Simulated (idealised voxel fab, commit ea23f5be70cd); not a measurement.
Process module name: voxel double patterning
Square cells of 5 nm make up the cross-section cut, whose width is 225 nm.
In what follows, cross-sections appear as grids of square cells, described through bands that run from the top down, where every band is one or more rows of cells.
Each band's line starts with the height of the band's top and of its bottom, in nm. Then come its materials from left to right, each with its width in nm. One material with "all across" fills the band from edge to edge. "air" is empty space.
We count height from 0. Below that, the starting wafer is all one material. The lowest band never ends at the bottom but goes on down; see "0 and below" for how that is written.
A width given as "30->40" starts at the first number in the band's top row and ends at the second number in its bottom row, shifting by an equal amount at every step from row to row.
"nothing was modified" means the step left every cell of the cross-section as it was.
Enclosed cavities: empty space of 8 cells or more with no open way to the top, each as width x height at its distance from the left edge, in nm
If you see something after the settings on a step's line, that's the simulator's own remark about that step.
The optional step-line setting "overlay nm" applies to steps with a mask and quantifies how far to the right of its planned location the mask lay, a negative value indicating leftward placement.
## Process steps (planned)
1,op RECEIVE | material Si
2,op CONFORMAL_DEP | material SiO2 | thk nm 5
3,op DIRECTIONAL_DEP | material W | thk nm 20
4,op DIRECTIONAL_DEP | material SiCN | thk nm 10
5,op DIRECTIONAL_DEP | material aC | thk nm 15
6,op PATTERN | tone open | mask id FIRST | material resist | width nm 15 | pitch nm 50 | thk nm 35 | overlay nm 0
7,op DIRECTIONAL_ETCH | etch materials aC | depth nm 15
8,op STRIP | etch materials resist
9,op DIRECTIONAL_ETCH | etch materials SiCN | depth nm 10
10,op STRIP | etch materials aC
11,op DIRECTIONAL_DEP | material aC | thk nm 10
12,op PATTERN | tone open | mask id SECOND | material resist | width nm 15 | thk nm 25 | overlay nm 0
13,op DIRECTIONAL_ETCH | etch materials aC | depth nm 10
14,op STRIP | etch materials resist
15,op DIRECTIONAL_ETCH | etch materials SiCN | depth nm 10
16,op STRIP | etch materials aC
17,op DIRECTIONAL_ETCH | etch materials W | depth nm 20
18,op STRIP | etch materials SiCN
## Run as planned: first of two wafers
## Wafer as received: cross-section following step 1
> 0 and below = Si all across
> Enclosed cavities: none
## The wafer, seen in cross-section, after step 2
> 5 down to 0 = SiO2 all across
> Everything under 0 stays put, no change at all.
## The wafer, seen in cross-section, after step 3
> 25 down to 5 = W all across
> Everything under 5 stays put, no change at all.
## The wafer, seen in cross-section, after step 4
> 35 down to 25 = SiCN all across
> Everything under 25 stays put, no change at all.
## The wafer, seen in cross-section, after step 5
> 50 down to 35 = aC all across
> Everything under 35 stays put, no change at all.
## The wafer, seen in cross-section, after step 6
> 85 down to 50 = resist 80, air 15, resist 35, air 15, resist 80
> Everything under 50 stays put, no change at all.
## The wafer, seen in cross-section, after step 7
> 70 down to 50 = resist 80, air 15, resist 35, air 15, resist 80
> 50 down to 35 = aC 80, air 15, aC 35, air 15, aC 80
> Everything under 35 stays put, no change at all.
## The wafer, seen in cross-section, after step 8
> 50 down to 35 = aC 80, air 15, aC 35, air 15, aC 80
> Everything under 35 stays put, no change at all.
## The wafer, seen in cross-section, after step 9
> 50 down to 35 = aC 80, air 15, aC 35, air 15, aC 80
> 35 down to 25 = SiCN 80, air 15, SiCN 35, air 15, SiCN 80
> Everything under 25 stays put, no change at all.
## The wafer, seen in cross-section, after step 10
> 35 down to 25 = SiCN 80, air 15, SiCN 35, air 15, SiCN 80
> Everything under 25 stays put, no change at all.
## The wafer, seen in cross-section, after step 11
> 45 down to 35 = aC 80, air 15, aC 35, air 15, aC 80
> 35 down to 25 = SiCN 80, aC 15, SiCN 35, aC 15, SiCN 80
> Everything under 25 stays put, no change at all.
## The wafer, seen in cross-section, after step 12
> 70 down to 45 = resist 105, air 15, resist 105
> 45 down to 35 = aC 80, resist 15, aC 35, resist 15, aC 80
> Everything under 35 stays put, no change at all.
## The wafer, seen in cross-section, after step 13
> 60 down to 45 = resist 105, air 15, resist 105
> 45 down to 35 = aC 80, resist 15, aC 10, air 15, aC 10, resist 15, aC 80
> Everything under 35 stays put, no change at all.
## The wafer, seen in cross-section, after step 14
> 45 down to 35 = aC 80, air 15, aC 10, air 15, aC 10, air 15, aC 80
> Everything under 35 stays put, no change at all.
## The wafer, seen in cross-section, after step 15
> 45 down to 35 = aC 80, air 15, aC 10, air 15, aC 10, air 15, aC 80
> 35 down to 25 = SiCN 80, aC 15, SiCN 10, air 15, SiCN 10, aC 15, SiCN 80
> Everything under 25 stays put, no change at all.
## The wafer, seen in cross-section, after step 16
> 35 down to 25 = SiCN 80, air 15, SiCN 10, air 15, SiCN 10, air 15, SiCN 80
> Everything under 25 stays put, no change at all.
## The wafer, seen in cross-section, after step 17
> 35 down to 25 = SiCN 80, air 15, SiCN 10, air 15, SiCN 10, air 15, SiCN 80
> 25 down to 5 = W 80, air 15, W 10, air 15, W 10, air 15, W 80
> Everything under 5 stays put, no change at all.
## The wafer, seen in cross-section, after step 18
> 25 down to 5 = W 80, air 15, W 10, air 15, W 10, air 15, W 80
> Everything under 5 stays put, no change at all.
## Here the second wafer is described. Its start and its plan were those of the first wafer. Its run contained one mistake. Up to and including step 2, it did exactly what the first wafer did
## Second wafer profile in section, at the moment step 3 of the plan was meant to be complete
> 45 down to 5 = W all across
> Everything under 5 stays put, no change at all.
## Second wafer profile in section, at the moment step 4 of the plan was meant to be complete
> 55 down to 45 = SiCN all across
> Everything under 45 stays put, no change at all.
## Second wafer profile in section, at the moment step 5 of the plan was meant to be complete
> 70 down to 55 = aC all across
> Everything under 55 stays put, no change at all.
## Second wafer profile in section, at the moment step 6 of the plan was meant to be complete
> 105 down to 70 = resist 80, air 15, resist 35, air 15, resist 80
> Everything under 70 stays put, no change at all.
## Second wafer profile in section, at the moment step 7 of the plan was meant to be complete
> 90 down to 70 = resist 80, air 15, resist 35, air 15, resist 80
> 70 down to 55 = aC 80, air 15, aC 35, air 15, aC 80
> Everything under 55 stays put, no change at all.
## Second wafer profile in section, at the moment step 8 of the plan was meant to be complete
> 70 down to 55 = aC 80, air 15, aC 35, air 15, aC 80
> Everything under 55 stays put, no change at all.
## Second wafer profile in section, at the moment step 9 of the plan was meant to be complete
> 70 down to 55 = aC 80, air 15, aC 35, air 15, aC 80
> 55 down to 45 = SiCN 80, air 15, SiCN 35, air 15, SiCN 80
> Everything under 45 stays put, no change at all.
## Second wafer profile in section, at the moment step 10 of the plan was meant to be complete
> 55 down to 45 = SiCN 80, air 15, SiCN 35, air 15, SiCN 80
> Everything under 45 stays put, no change at all.
## Second wafer profile in section, at the moment step 11 of the plan was meant to be complete
> 65 down to 55 = aC 80, air 15, aC 35, air 15, aC 80
> 55 down to 45 = SiCN 80, aC 15, SiCN 35, aC 15, SiCN 80
> Everything under 45 stays put, no change at all.
## Second wafer profile in section, at the moment step 12 of the plan was meant to be complete
> 90 down to 65 = resist 105, air 15, resist 105
> 65 down to 55 = aC 80, resist 15, aC 35, resist 15, aC 80
> Everything under 55 stays put, no change at all.
## Second wafer profile in section, at the moment step 13 of the plan was meant to be complete
> 80 down to 65 = resist 105, air 15, resist 105
> 65 down to 55 = aC 80, resist 15, aC 10, air 15, aC 10, resist 15, aC 80
> Everything under 55 stays put, no change at all.
## Second wafer profile in section, at the moment step 14 of the plan was meant to be complete
> 65 down to 55 = aC 80, air 15, aC 10, air 15, aC 10, air 15, aC 80
> Everything under 55 stays put, no change at all.
## Second wafer profile in section, at the moment step 15 of the plan was meant to be complete
> 65 down to 55 = aC 80, air 15, aC 10, air 15, aC 10, air 15, aC 80
> 55 down to 45 = SiCN 80, aC 15, SiCN 10, air 15, SiCN 10, aC 15, SiCN 80
> Everything under 45 stays put, no change at all.
## Second wafer profile in section, at the moment step 16 of the plan was meant to be complete
> 55 down to 45 = SiCN 80, air 15, SiCN 10, air 15, SiCN 10, air 15, SiCN 80
> Everything under 45 stays put, no change at all.
## Second wafer profile in section, at the moment step 17 of the plan was meant to be complete
> 55 down to 45 = SiCN 80, air 15, SiCN 10, air 15, SiCN 10, air 15, SiCN 80
> 45 down to 25 = W 80, air 15, W 10, air 15, W 10, air 15, W 80
> Everything under 25 stays put, no change at all.
## Second wafer profile in section, at the moment step 18 of the plan was meant to be complete
> 45 down to 25 = W 80, air 15, W 10, air 15, W 10, air 15, W 80
> Everything under 25 stays put, no change at all.
So what did we get wrong on this run? step 3 of the plan saw execution twice
Cell-count delta at end, second wafer over first, by material: W: 180 more
